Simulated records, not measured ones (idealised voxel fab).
You're looking at the process module voxel self aligned vias.
The cross-section on display is named cut; it measures 165 nm wide, and its cells are 5 nm squares.
This document writes a cross-section as a grid whose cells are square, and gives it as bands, listed from the top down; one or more rows of cells form a band.
It is stipulated that each band's entry specify, in nanometres, the height of the top of the band and then that of its bottom, followed by the materials of the band in left-to-right sequence, each together with its width in nanometres. A single material marked by the word "all across" is understood to fill the band from edge to edge; the word "blank" is understood to denote empty space.
Counting heights begins at 0, where everything beneath is, in the wafer as received, one material. The lowest band has no bottom; it goes on downwards, as "0 -> down" shows.
A width such as "30->40" changes by the same amount from each row of cells to the next, from the band's top row to its bottom row.
Step marked "remained the same"? Then no cell in the cross-section changed in it.
Entry "Enclosed internal cavities" = empty spaces >= 8 cells with no open way to the top; each as width x height at distance, distance from left edge, all nm.
The remark found on a step's line after its settings is issued by the simulator itself and pertains to that step.
overlay nm: mask offset rightward from planned place, masked step; negative means leftward offset.

[Below is the list of planned process steps]
- 1: RECEIVE | material Si
- 2: CONFORMAL_DEP | material SiO2 | thk nm 15
- 3: CONFORMAL_DEP | material SiCN | thk nm 5
- 4: DIRECTIONAL_DEP | material SiO2 | thk nm 30
- 5: PATTERN | tone open | mask id LINES | material resist | width nm 25 | pitch nm 75 | thk nm 20 | overlay nm 0
- 6: DIRECTIONAL_ETCH | etch materials SiO2 | depth nm 30
- 7: STRIP | etch materials resist
- 8: CONFORMAL_DEP | material TiN | thk nm 5
- 9: FILL_DEP | material Ru | thk nm 5
- 10: CMP | height nm 50
- 11: SELECTIVE_ETCH | etch materials W Ru TiN | depth nm 5
- 12: FILL_DEP | material SiN | thk nm 5
- 13: CMP | height nm 50
- 14: DIRECTIONAL_DEP | material SiO2 | thk nm 20
- 15: PATTERN | tone open | mask id VIAS | material resist | width nm 45 | pitch nm 75 | thk nm 20 | overlay nm 0
- 16: DIRECTIONAL_ETCH | etch materials SiO2 | depth nm 20
- 17: DIRECTIONAL_ETCH | etch materials SiN | depth nm 5
- 18: STRIP | etch materials resist
- 19: CONFORMAL_DEP | material TiN | thk nm 5
- 20: FILL_DEP | material Cu | thk nm 10
- 21: CMP | height nm 70
- 22: CONFORMAL_DEP | material SiN | thk nm 5

[as received, after step 1]
0 -> down = Si all across
Enclosed internal cavities: none

[Sectioned view, first of two wafers, at the close of the module, processed as intended in the plan]
75 -> 70 = SiN all across
70 -> 55 = 20 of SiO2  5 of TiN  35 of Cu  5 of TiN  30 of SiO2  5 of TiN  35 of Cu  5 of TiN  25 of SiO2
55 -> 50 = 20 of SiO2  15 of TiN  15 of Cu  15 of TiN  30 of SiO2  15 of TiN  15 of Cu  15 of TiN  25 of SiO2
50 -> 45 = 30 of SiO2  25 of TiN  50 of SiO2  25 of TiN  35 of SiO2
45 -> 25 = 30 of SiO2  5 of TiN  15 of Ru  5 of TiN  50 of SiO2  5 of TiN  15 of Ru  5 of TiN  35 of SiO2
25 -> 20 = 30 of SiO2  25 of TiN  50 of SiO2  25 of TiN  35 of SiO2
20 -> 15 = SiCN all across
15 -> 0 = SiO2 all across
0 -> down = Si all across
Enclosed internal cavities: none

[Cross-section, second wafer: same start as the first, same plan as the first, one mistake in running it; taken at the end of the module]
75 -> 70 = SiN all across
70 -> 55 = 15 of Cu  5 of TiN  45 of SiO2  5 of TiN  20 of Cu  5 of TiN  45 of SiO2  5 of TiN  20 of Cu
55 -> 50 = 20 of TiN  45 of SiO2  30 of TiN  45 of SiO2  25 of TiN
50 -> 45 = 30 of SiO2  25 of SiN  50 of SiO2  25 of SiN  35 of SiO2
45 -> 25 = 30 of SiO2  5 of TiN  15 of Ru  5 of TiN  50 of SiO2  5 of TiN  15 of Ru  5 of TiN  35 of SiO2
25 -> 20 = 30 of SiO2  25 of TiN  50 of SiO2  25 of TiN  35 of SiO2
20 -> 15 = SiCN all across
15 -> 0 = SiO2 all across
0 -> down = Si all across
Enclosed internal cavities: none
Processing error: step 15 did not use the planned setting and instead ran as PATTERN | tone cover | mask id VIAS | material resist | width nm 45 | pitch nm 75 | thk nm 20 | overlay nm 0
Wafer comparison, final, in cells, second relative to first, materials more or fewer: 15 fewer of Cu; 10 more of SiN; 12 more of SiO2; 7 fewer of TiN
